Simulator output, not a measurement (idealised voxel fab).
Herein follows the process module entitled voxel transistor to metal.
We display cut, a cross-section 295 nm in width whose square cells are each 5 nm.
Cross-section format: a grid of square cells, given as bands from top to bottom; each band is one or more rows of cells. Within each band entry, the heights of the top and of the bottom of the band appear first, in that order and in nm; the materials of the band then follow from left to right, each with its corresponding width in nm. The designation "edge to edge" on a single material indicates that it fills the band from edge to edge; the designation "air" indicates empty space. Heights are reckoned from 0. Under this level, the received wafer is all of one material. The bottommost band is open-ended downward, for example "top 0, no bottom". Graded width ("30->40"): value in top row of band = first number; value in bottom row = second number; row-to-row change constant. The cross-section has no changed cell in any step marked "no change". What "Closed-off voids" gives you is every empty space of 8 cells or more that is cut off from the top. Each appears as width x height at distance, with the distance taken from the left edge and width, height and distance all in nm. That trailing text on a step's line, after the settings, is the simulator's own remark on the step. When a step includes a mask, the "overlay nm" setting on its line states how far to the right of its planned place that mask lay, and negative values state how far to the left.

The steps planned for the process are as follows
1,op RECEIVE | material Si
2,op OXIDIZE | depth nm 5
3,op CONFORMAL_DEP | material SiN | thk nm 15
4,op DIRECTIONAL_DEP | material aC | thk nm 10
5,op PATTERN | tone cover | mask id ACTIVE | material resist | width nm 95 | pitch nm 125 | thk nm 30 | overlay nm 0
6,op DIRECTIONAL_ETCH | etch materials aC | depth nm 10
7,op STRIP | etch materials resist
8,op DIRECTIONAL_ETCH | etch materials SiN | depth nm 15
9,op DIRECTIONAL_ETCH | etch materials SiO2 | depth nm 5
10,op DIRECTIONAL_ETCH | etch materials Si | depth nm 35
11,op STRIP | etch materials aC
12,op OXIDIZE | depth nm 5
13,op FILL_DEP | material SiO2 | thk nm 15
14,op CMP | height nm 15
15,op SELECTIVE_ETCH | etch materials SiO2 | depth nm 5
16,op STRIP | etch materials SiN
17,op SELECTIVE_ETCH | etch materials SiO2 | depth nm 5
18,op OXIDIZE | depth nm 5
19,op DIRECTIONAL_DEP | material polySi | thk nm 30
20,op DIRECTIONAL_DEP | material SiCN | thk nm 15
21,op MASKED_ETCH | tone cover | mask id GATE | width nm 25 | pitch nm 125 | etch materials SiCN | depth nm 25 | overlay nm 0
22,op MASKED_ETCH | tone cover | mask id GATE | width nm 25 | pitch nm 125 | etch materials polySi | depth nm 40 | overlay nm 0
23,op CONFORMAL_DEP | material SiN | thk nm 5
24,op DIRECTIONAL_ETCH | etch materials SiN | depth nm 5
25,op DIRECTIONAL_ETCH | etch materials SiO2 | depth nm 5
26,op EPI | material nSi | thk nm 5
27,op FILL_DEP | material SiO2 | thk nm 5
28,op CMP | height nm 40
29,op DIRECTIONAL_DEP | material SiO2 | thk nm 10
30,op DIRECTIONAL_DEP | material aC | thk nm 10
31,op PATTERN | tone open | mask id CONTACT | material resist | width nm 25 | thk nm 30 | overlay nm 0
32,op DIRECTIONAL_ETCH | etch materials aC | depth nm 10
33,op STRIP | etch materials resist
34,op DIRECTIONAL_ETCH | etch materials SiO2 | depth nm 55
35,op STRIP | etch materials aC
36,op CONFORMAL_DEP | material TiN | thk nm 5
37,op FILL_DEP | material Ru | thk nm 10
38,op CMP | height nm 50
39,op DIRECTIONAL_DEP | material TiN | thk nm 5
40,op DIRECTIONAL_DEP | material W | thk nm 15
41,op DIRECTIONAL_DEP | material aC | thk nm 15
42,op PATTERN | tone cover | mask id METAL_1 | material resist | width nm 15 | thk nm 35 | overlay nm 0
43,op DIRECTIONAL_ETCH | etch materials aC | depth nm 15
44,op STRIP | etch materials resist
45,op DIRECTIONAL_ETCH | etch materials W | depth nm 15
46,op DIRECTIONAL_ETCH | etch materials TiN | depth nm 5
47,op STRIP | etch materials aC
48,op FILL_DEP | material SiO2 | thk nm 5
49,op CMP | height nm 70
50,op CONFORMAL_DEP | material SiN | thk nm 5

Cross-section, incoming material, after step 1
> top 0, no bottom  Si edge to edge
> Closed-off voids: none

Cross-section taken at module completion on the first of two wafers; processed per the plan
> top 75, bottom 70  SiN edge to edge
> top 70, bottom 55  40 nm SiO2; 15 nm W; 55 nm SiO2; 15 nm W; 40 nm SiO2; 15 nm W; 55 nm SiO2; 15 nm W; 45 nm SiO2
> top 55, bottom 50  40 nm SiO2; 15 nm TiN; 55 nm SiO2; 15 nm TiN; 40 nm SiO2; 15 nm TiN; 55 nm SiO2; 15 nm TiN; 45 nm SiO2
> top 50, bottom 40  40 nm SiO2; 5 nm TiN; 15 nm Ru; 5 nm TiN; 35 nm SiO2; 5 nm TiN; 15 nm Ru; 5 nm TiN; 40 nm SiO2; 5 nm TiN; 15 nm Ru; 5 nm TiN; 35 nm SiO2; 5 nm TiN; 15 nm Ru; 5 nm TiN; 45 nm SiO2
> top 40, bottom 25  40 nm SiO2; 5 nm TiN; 15 nm Ru; 5 nm TiN; 5 nm SiN; 25 nm SiCN; 5 nm SiN; 5 nm TiN; 15 nm Ru; 5 nm TiN; 40 nm SiO2; 5 nm TiN; 15 nm Ru; 5 nm TiN; 5 nm SiN; 25 nm SiCN; 5 nm SiN; 5 nm TiN; 15 nm Ru; 5 nm TiN; 45 nm SiO2
> top 25, bottom 5  40 nm SiO2; 5 nm TiN; 15 nm Ru; 5 nm TiN; 5 nm SiN; 25 nm polySi; 5 nm SiN; 5 nm TiN; 15 nm Ru; 5 nm TiN; 40 nm SiO2; 5 nm TiN; 15 nm Ru; 5 nm TiN; 5 nm SiN; 25 nm polySi; 5 nm SiN; 5 nm TiN; 15 nm Ru; 5 nm TiN; 45 nm SiO2
> top 5, bottom 0  30 nm SiO2; 5 nm SiN; 5 nm SiO2; 5 nm TiN; 15 nm Ru; 5 nm TiN; 5 nm SiN; 25 nm polySi; 5 nm SiN; 5 nm TiN; 15 nm Ru; 5 nm TiN; 5 nm SiO2; 5 nm SiN; 20 nm SiO2; 5 nm SiN; 5 nm SiO2; 5 nm TiN; 15 nm Ru; 5 nm TiN; 5 nm SiN; 25 nm polySi; 5 nm SiN; 5 nm TiN; 15 nm Ru; 5 nm TiN; 5 nm SiO2; 5 nm SiN; 35 nm SiO2
> top 0, bottom -5  30 nm SiO2; 5 nm SiN; 5 nm SiO2; 25 nm TiN; 5 nm SiN; 25 nm polySi; 5 nm SiN; 25 nm TiN; 5 nm SiO2; 5 nm SiN; 20 nm SiO2; 5 nm SiN; 5 nm SiO2; 25 nm TiN; 5 nm SiN; 25 nm polySi; 5 nm SiN; 25 nm TiN; 5 nm SiO2; 5 nm SiN; 35 nm SiO2
> top -5, bottom -10  35 nm SiO2; 30 nm nSi; 35 nm SiO2; 30 nm nSi; 30 nm SiO2; 30 nm nSi; 35 nm SiO2; 30 nm nSi; 40 nm SiO2
> top -10, bottom -45  40 nm SiO2; 85 nm Si; 40 nm SiO2; 85 nm Si; 45 nm SiO2
> top -45, no bottom  Si edge to edge
> Closed-off voids: none

Second wafer through the module, sectioned at the end: same beginning and same plan as the first wafer, with one mistake in carrying it out
> top 75, bottom 70  SiN edge to edge
> top 70, bottom 55  45 nm SiO2; 15 nm W; 55 nm SiO2; 15 nm W; 40 nm SiO2; 15 nm W; 55 nm SiO2; 15 nm W; 40 nm SiO2
> top 55, bottom 50  45 nm SiO2; 15 nm TiN; 55 nm SiO2; 15 nm TiN; 40 nm SiO2; 15 nm TiN; 55 nm SiO2; 15 nm TiN; 40 nm SiO2
> top 50, bottom 40  40 nm SiO2; 5 nm TiN; 15 nm Ru; 5 nm TiN; 35 nm SiO2; 5 nm TiN; 15 nm Ru; 5 nm TiN; 40 nm SiO2; 5 nm TiN; 15 nm Ru; 5 nm TiN; 35 nm SiO2; 5 nm TiN; 15 nm Ru; 5 nm TiN; 45 nm SiO2
> top 40, bottom 25  40 nm SiO2; 5 nm TiN; 15 nm Ru; 5 nm TiN; 5 nm SiN; 25 nm SiCN; 5 nm SiN; 5 nm TiN; 15 nm Ru; 5 nm TiN; 40 nm SiO2; 5 nm TiN; 15 nm Ru; 5 nm TiN; 5 nm SiN; 25 nm SiCN; 5 nm SiN; 5 nm TiN; 15 nm Ru; 5 nm TiN; 45 nm SiO2
> top 25, bottom 5  40 nm SiO2; 5 nm TiN; 15 nm Ru; 5 nm TiN; 5 nm SiN; 25 nm polySi; 5 nm SiN; 5 nm TiN; 15 nm Ru; 5 nm TiN; 40 nm SiO2; 5 nm TiN; 15 nm Ru; 5 nm TiN; 5 nm SiN; 25 nm polySi; 5 nm SiN; 5 nm TiN; 15 nm Ru; 5 nm TiN; 45 nm SiO2
> top 5, bottom 0  30 nm SiO2; 5 nm SiN; 5 nm SiO2; 5 nm TiN; 15 nm Ru; 5 nm TiN; 5 nm SiN; 25 nm polySi; 5 nm SiN; 5 nm TiN; 15 nm Ru; 5 nm TiN; 5 nm SiO2; 5 nm SiN; 20 nm SiO2; 5 nm SiN; 5 nm SiO2; 5 nm TiN; 15 nm Ru; 5 nm TiN; 5 nm SiN; 25 nm polySi; 5 nm SiN; 5 nm TiN; 15 nm Ru; 5 nm TiN; 5 nm SiO2; 5 nm SiN; 35 nm SiO2
> top 0, bottom -5  30 nm SiO2; 5 nm SiN; 5 nm SiO2; 25 nm TiN; 5 nm SiN; 25 nm polySi; 5 nm SiN; 25 nm TiN; 5 nm SiO2; 5 nm SiN; 20 nm SiO2; 5 nm SiN; 5 nm SiO2; 25 nm TiN; 5 nm SiN; 25 nm polySi; 5 nm SiN; 25 nm TiN; 5 nm SiO2; 5 nm SiN; 35 nm SiO2
> top -5, bottom -10  35 nm SiO2; 30 nm nSi; 35 nm SiO2; 30 nm nSi; 30 nm SiO2; 30 nm nSi; 35 nm SiO2; 30 nm nSi; 40 nm SiO2
> top -10, bottom -45  40 nm SiO2; 85 nm Si; 40 nm SiO2; 85 nm Si; 45 nm SiO2
> top -45, no bottom  Si edge to edge
> Closed-off voids: none
Which mistake was made when the wafer was run? step 42 ran as: op PATTERN | tone cover | mask id METAL_1 | material resist | width nm 15 | thk nm 35 | overlay nm 5
Final wafers compared: equal cell tally per material, rearranged layout.
